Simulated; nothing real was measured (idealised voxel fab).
The process module presented herein is designated voxel transistor to metal.
This is section cut - it's 155 nm across, gridded in 5 nm square cells.
How to read a cross-section here: the picture is a grid of square cells, written as bands going from the top down, and any band can span one or more rows of cells. Each band's line starts with the height of the band's top and of its bottom, in nm. Then come its materials from left to right, each with its width in nm. One material with "throughout" fills the band from edge to edge. "blank" is empty space. The reference from which all heights are counted is 0, the level beneath which the as-received wafer is entirely one material; the lowest band, having no lower bound, proceeds downward and is written after the example "0 -> down". A two-number width, for instance "30..40", indicates that the width is equal to the first number in the top row of the band and to the second number in the bottom row, and that it changes by a constant amount per row of cells. Any step labelled "remains unaltered" changed none of the cells in the cross-section. This entry, "Cavities, closed", enumerates those empty regions of no fewer than 8 cells that possess no open connection to the top. Each region is reported in the form width x height at distance, the distance being taken from the left edge, with all three quantities expressed in nm. Formally, on a step line, whatever follows the settings is a remark that the simulator itself makes on the step. Among the settings permitted on a step's line is "overlay nm"; applied to a step with a mask, it specifies the extent to which the mask lay to the right of its planned position, whereas a negative figure signifies a position to the left.

## The following list gives the planned process steps
1 RECEIVE,material Si
2 CONFORMAL_DEP,material SiO2,thk nm 5
3 CONFORMAL_DEP,material SiN,thk nm 10
4 PATTERN,tone cover,mask id ACTIVE,material resist,width nm 100,thk nm 20,overlay nm 0
5 DIRECTIONAL_ETCH,etch materials SiN,depth nm 10
6 DIRECTIONAL_ETCH,etch materials SiO2,depth nm 5
7 DIRECTIONAL_ETCH,etch materials Si,depth nm 25
8 STRIP,etch materials resist
9 OXIDIZE,depth nm 5
10 FILL_DEP,material SiO2,thk nm 5
11 CMP,height nm 15
12 SELECTIVE_ETCH,etch materials SiO2,depth nm 5
13 STRIP,etch materials SiN
14 SELECTIVE_ETCH,etch materials SiO2,depth nm 5
15 OXIDIZE,depth nm 5
16 DIRECTIONAL_DEP,material polySi,thk nm 30
17 DIRECTIONAL_DEP,material SiCN,thk nm 15
18 MASKED_ETCH,tone cover,mask id GATE,width nm 20,etch materials SiCN,depth nm 25,overlay nm 0
19 MASKED_ETCH,tone cover,mask id GATE,width nm 20,etch materials polySi,depth nm 40,overlay nm 0
20 CONFORMAL_DEP,material SiN,thk nm 10
21 DIRECTIONAL_ETCH,etch materials SiN,depth nm 10
22 DIRECTIONAL_ETCH,etch materials SiO2,depth nm 5
23 EPI,material SiGe,thk nm 5
24 FILL_DEP,material SiO2,thk nm 10
25 CMP,height nm 45
26 DIRECTIONAL_DEP,material SiO2,thk nm 10
27 PATTERN,tone open,mask id CONTACT,material resist,width nm 15,pitch nm 65,thk nm 20,overlay nm 0
28 DIRECTIONAL_ETCH,etch materials SiO2,depth nm 55
29 STRIP,etch materials resist
30 CONFORMAL_DEP,material TiN,thk nm 5
31 FILL_DEP,material W,thk nm 5
32 CMP,height nm 55
33 DIRECTIONAL_DEP,material TiN,thk nm 5
34 DIRECTIONAL_DEP,material Ru,thk nm 20
35 PATTERN,tone cover,mask id METAL_1,material resist,width nm 15,pitch nm 65,thk nm 20,overlay nm 0
36 DIRECTIONAL_ETCH,etch materials Ru,depth nm 20
37 DIRECTIONAL_ETCH,etch materials TiN,depth nm 5
38 STRIP,etch materials resist
39 FILL_DEP,material SiO2,thk nm 10
40 CMP,height nm 80
41 CONFORMAL_DEP,material SiCN,thk nm 5
42 DIRECTIONAL_DEP,material lowk,thk nm 25
43 DIRECTIONAL_DEP,material aC,thk nm 10
44 PATTERN,tone open,mask id METAL_2,material resist,width nm 15,pitch nm 65,thk nm 30,overlay nm 0
45 DIRECTIONAL_ETCH,etch materials aC,depth nm 10
46 STRIP,etch materials resist
47 DIRECTIONAL_ETCH,etch materials lowk,depth nm 15
48 STRIP,etch materials aC
49 MASKED_ETCH,tone open,mask id METAL_2_HOLES,width nm 15,pitch nm 65,etch materials lowk,depth nm 10,overlay nm 0
50 MASKED_ETCH,tone open,mask id METAL_2_HOLES,width nm 15,pitch nm 65,etch materials SiCN,depth nm 5,overlay nm 0
51 CONFORMAL_DEP,material TiN,thk nm 5
52 FILL_DEP,material Cu,thk nm 10
53 CMP,height nm 110
54 CONFORMAL_DEP,material SiN,thk nm 5

## As-received state of the wafer in cross-section, equivalent to post-step 1
  0 -> down  Si throughout
  Cavities, closed: none

## Final cross-section, module run with one mistake (start and plan as above)
  115 -> 110  SiN throughout
  110 -> 105  Cu throughout
  105 -> 100  TiN 40 nm  Cu 5 nm  TiN 60 nm  Cu 5 nm  TiN 45 nm
  100 -> 85  lowk 35 nm  TiN 5 nm  Cu 5 nm  TiN 5 nm  lowk 50 nm  TiN 5 nm  Cu 5 nm  TiN 5 nm  lowk 40 nm
  85 -> 80  SiCN 35 nm  TiN 15 nm  SiCN 50 nm  TiN 15 nm  SiCN 40 nm
  80 -> 60  SiO2 35 nm  Ru 15 nm  SiO2 50 nm  Ru 15 nm  SiO2 40 nm
  60 -> 55  SiO2 35 nm  TiN 15 nm  SiO2 50 nm  TiN 15 nm  SiO2 40 nm
  55 -> 45  SiO2 35 nm  TiN 5 nm  W 5 nm  TiN 5 nm  SiO2 50 nm  TiN 5 nm  W 5 nm  TiN 5 nm  SiO2 40 nm
  45 -> 30  SiO2 35 nm  TiN 5 nm  W 5 nm  TiN 5 nm  SiO2 5 nm  SiN 10 nm  SiCN 20 nm  SiN 10 nm  SiO2 5 nm  TiN 5 nm  W 5 nm  TiN 5 nm  SiO2 40 nm
  30 -> 5  SiO2 35 nm  TiN 5 nm  W 5 nm  TiN 5 nm  SiO2 5 nm  SiN 10 nm  polySi 20 nm  SiN 10 nm  SiO2 5 nm  TiN 5 nm  W 5 nm  TiN 5 nm  SiO2 40 nm
  5 -> 0  SiO2 20 nm  SiN 10 nm  SiO2 5 nm  TiN 15 nm  SiO2 5 nm  SiN 10 nm  polySi 20 nm  SiN 10 nm  SiO2 5 nm  TiN 15 nm  SiO2 5 nm  SiN 10 nm  SiO2 25 nm
  0 -> -5  SiO2 30 nm  SiGe 25 nm  SiO2 40 nm  SiGe 25 nm  SiO2 35 nm
  -5 -> -30  SiO2 30 nm  Si 90 nm  SiO2 35 nm
  -30 -> down  Si throughout
  Cavities, closed: none
What was done differently from what was planned? so step 42 ended up running with a different setting than we planned, it ran as DIRECTIONAL_DEP,material lowk,thk nm 15
